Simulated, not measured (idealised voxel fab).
Process module in this document: voxel ribs on slabs
Square cell edge 5 nm, section width 195 nm, ID cut.
Cross-section = grid of square cells, listed top down in bands; band = one or more rows.
Per band: top height and bottom height in nm, followed by the left-to-right materials and their widths in nm; "throughout" marks a single material spanning edge to edge, "blank" marks empty space.
Height datum 0, below which the as-received substrate wafer is one material. Lowest band open at the bottom, running downward: "0 -> down".
So if you see something like "30->40" for the width, read it as the top row of the band sitting at the first number and the bottom row at the second, with every row in between moving by the same amount as the last.
"remains unaltered" for a step: no cell of the cross-section changed in that step.
If an empty space has no open way to the top and is at least 8 cells in size, "Enclosed void inventory" lists it, written width x height at distance, where distance is measured from the left edge and every value is in nm.
Text after the settings on a step's line: the simulator's own remark on that step.
overlay nm: right-of-plan distance of the mask on a masked step; negative values mean left-of-plan.
THE STEPS PLANNED FOR THE PROCESS ARE AS FOLLOWS
| 1 | RECEIVE | material Si |
| 2 | DIRECTIONAL_DEP | material SiO2 | thk nm 25 |
| 3 | DIRECTIONAL_DEP | material SiN | thk nm 20 |
| 4 | PATTERN | tone cover | mask id RIB | material resist | width nm 25 | thk nm 15 | overlay nm 0 |
| 5 | DIRECTIONAL_ETCH | etch materials SiN | depth nm 5 |
| 6 | STRIP | etch materials resist |
| 7 | MASKED_ETCH | tone cover | mask id SLAB | width nm 85 | etch materials SiN | depth nm 15 | overlay nm -15 |
| 8 | FILL_DEP | material SiO2 | thk nm 20 |
| 9 | CMP | height nm 60 |
| 10 | DIRECTIONAL_DEP | material W | thk nm 10 |
| 11 | DIRECTIONAL_DEP | material aC | thk nm 10 |
| 12 | PATTERN | tone cover | mask id HEATER | material resist | width nm 35 | thk nm 30 | overlay nm 0 |
| 13 | DIRECTIONAL_ETCH | etch materials aC | depth nm 10 |
| 14 | STRIP | etch materials resist |
| 15 | DIRECTIONAL_ETCH | etch materials W | depth nm 10 |
| 16 | STRIP | etch materials aC |
| 17 | CONFORMAL_DEP | material SiO2 | thk nm 10 |
It is noted that the wafers described herein are identical at the outset and are distinguished by the overlay nm of step 7; the value stated in the plan corresponds to the first wafer.
CUT THROUGH THE FIRST OF SEVERAL WAFERS AS RECEIVED, POST STEP 1
* 0 -> down  Si throughout
* Enclosed void inventory: none
EVERY ROW IN THIS TABLE IS A WAFER AT THE END OF THE MODULE, AND IT GIVES, FOR EACH OF THE MATERIALS, THE CELLS THAT WAFER HAS GAINED (+) OR LOST (-) SINCE IT WAS RECEIVED, THEN ITS CLOSED VOIDS
overlay nm -15 | +56 SiN | +498 SiO2 | +14 W | Enclosed void inventory: none
overlay nm -10 | +56 SiN | +498 SiO2 | +14 W | Enclosed void inventory: none
overlay nm -5 | +56 SiN | +498 SiO2 | +14 W | Enclosed void inventory: none
overlay nm 0 | +56 SiN | +498 SiO2 | +14 W | Enclosed void inventory: none
overlay nm 5 | +56 SiN | +498 SiO2 | +14 W | Enclosed void inventory: none
overlay nm 10 | +56 SiN | +498 SiO2 | +14 W | Enclosed void inventory: none
overlay nm 15 | +56 SiN | +498 SiO2 | +14 W | Enclosed void inventory: none
